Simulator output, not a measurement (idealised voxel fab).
The document below concerns the process module designated voxel self aligned vias.
It is cross-section cut that appears here, measuring 140 nm in width, its square cells being 5 nm in size.
If you're reading a cross-section in this doc, picture square cells in a grid; it comes to you as bands, top ones listed first down to the bottom, and a band can be one or more rows of cells. In this notation a band is specified by the heights of its top and bottom, in that order and in nm, after which its materials appear from left to right, each paired with its width in nm. The word "everywhere" attached to a single material means that material fills the band from edge to edge; the word "empty" stands for empty space. Zero point of the height axis is 0; under it, received wafer = one material. Lowest band: continues down indefinitely, "0..down". Width spec "30 to 40" -> top row of cells at first value, bottom row at second value, equal per-row change in between. "nothing got changed" means the step left every cell of the cross-section as it was. Basically, "Sealed void inventory" tells you about the enclosed voids: empty spaces with no open way to the top, 8 cells or bigger, each written width x height at distance, where distance is from the left edge, all in nm. Where a step's line continues beyond its settings, the continuation is a remark by the simulator itself on that step. overlay nm: how far to the right of its planned place the mask lay on this masked step (negative: to the left).
These are the steps we planned for the process
1) RECEIVE,material Si
2) CONFORMAL_DEP,material SiO2,thk nm 10
3) CONFORMAL_DEP,material SiCN,thk nm 5
4) DIRECTIONAL_DEP,material lowk,thk nm 30
5) PATTERN,tone open,mask id LINES,material resist,width nm 30,pitch nm 55,thk nm 20,overlay nm -10
6) DIRECTIONAL_ETCH,etch materials lowk,depth nm 30
7) STRIP,etch materials resist
8) CONFORMAL_DEP,material TiN,thk nm 5
9) FILL_DEP,material W,thk nm 10
10) CMP,height nm 45
11) SELECTIVE_ETCH,etch materials W Ru TiN,depth nm 5
12) FILL_DEP,material SiN,thk nm 5
13) CMP,height nm 45
14) DIRECTIONAL_DEP,material lowk,thk nm 20
15) DIRECTIONAL_DEP,material aC,thk nm 15
16) PATTERN,tone open,mask id VIAS,material resist,width nm 40,thk nm 30,overlay nm 0
17) DIRECTIONAL_ETCH,etch materials aC,depth nm 15
18) STRIP,etch materials resist
19) DIRECTIONAL_ETCH,etch materials lowk,depth nm 20
20) DIRECTIONAL_ETCH,etch materials SiN,depth nm 5
21) STRIP,etch materials aC
22) CONFORMAL_DEP,material TiN,thk nm 5
23) FILL_DEP,material W,thk nm 5
24) CMP,height nm 65
25) CONFORMAL_DEP,material SiN,thk nm 5
Variable across wafers: step 5 overlay nm (plan value is that of the first wafer; starting state common to all).
Received condition of the first of several wafers, sectioned: post-step 1
* 0..down = Si everywhere
* Sealed void inventory: none
Take a look at the first of several wafers in cross-section: the module is done, and step 25 was its last step
* 70..65 = SiN everywhere
* 65..50 = lowk 20 nm; TiN 5 nm; W 30 nm; TiN 5 nm; lowk 80 nm
* 50..45 = lowk 20 nm; TiN 5 nm; W 15 nm; TiN 20 nm; lowk 80 nm
* 45..40 = lowk 15 nm; SiN 5 nm; TiN 25 nm; lowk 25 nm; SiN 30 nm; lowk 40 nm
* 40..20 = lowk 15 nm; TiN 5 nm; W 20 nm; TiN 5 nm; lowk 25 nm; TiN 5 nm; W 20 nm; TiN 5 nm; lowk 40 nm
* 20..15 = lowk 15 nm; TiN 30 nm; lowk 25 nm; TiN 30 nm; lowk 40 nm
* 15..10 = SiCN everywhere
* 10..0 = SiO2 everywhere
* 0..down = Si everywhere
* Sealed void inventory: none
Last wafer of the set, cross-sectioned at end of module
* 70..65 = SiN everywhere
* 65..50 = lowk 20 nm; TiN 5 nm; W 30 nm; TiN 5 nm; lowk 80 nm
* 50..45 = lowk 20 nm; TiN 25 nm; W 10 nm; TiN 5 nm; lowk 80 nm
* 45..40 = lowk 40 nm; TiN 20 nm; SiN 10 nm; lowk 25 nm; SiN 30 nm; lowk 15 nm
* 40..20 = lowk 40 nm; TiN 5 nm; W 20 nm; TiN 5 nm; lowk 25 nm; TiN 5 nm; W 20 nm; TiN 5 nm; lowk 15 nm
* 20..15 = lowk 40 nm; TiN 30 nm; lowk 25 nm; TiN 30 nm; lowk 15 nm
* 15..10 = SiCN everywhere
* 10..0 = SiO2 everywhere
* 0..down = Si everywhere
* Sealed void inventory: none
Each row below is a wafer at the end of the module, listing for every material the number of cells it has gained (+) or lost (-) since it was received, followed by its closed voids
overlay nm -10, +28 SiCN, +35 SiN, +56 SiO2, +44 TiN, +53 W, +176 lowk, Sealed void inventory: none
overlay nm -5, +28 SiCN, +34 SiN, +56 SiO2, +44 TiN, +54 W, +176 lowk, Sealed void inventory: none
overlay nm 0, +28 SiCN, +34 SiN, +56 SiO2, +44 TiN, +54 W, +176 lowk, Sealed void inventory: none
overlay nm 5, +28 SiCN, +34 SiN, +56 SiO2, +44 TiN, +54 W, +176 lowk, Sealed void inventory: none
overlay nm 10, +28 SiCN, +35 SiN, +56 SiO2, +44 TiN, +53 W, +176 lowk, Sealed void inventory: none
overlay nm 15, +28 SiCN, +36 SiN, +56 SiO2, +44 TiN, +52 W, +176 lowk, Sealed void inventory: none
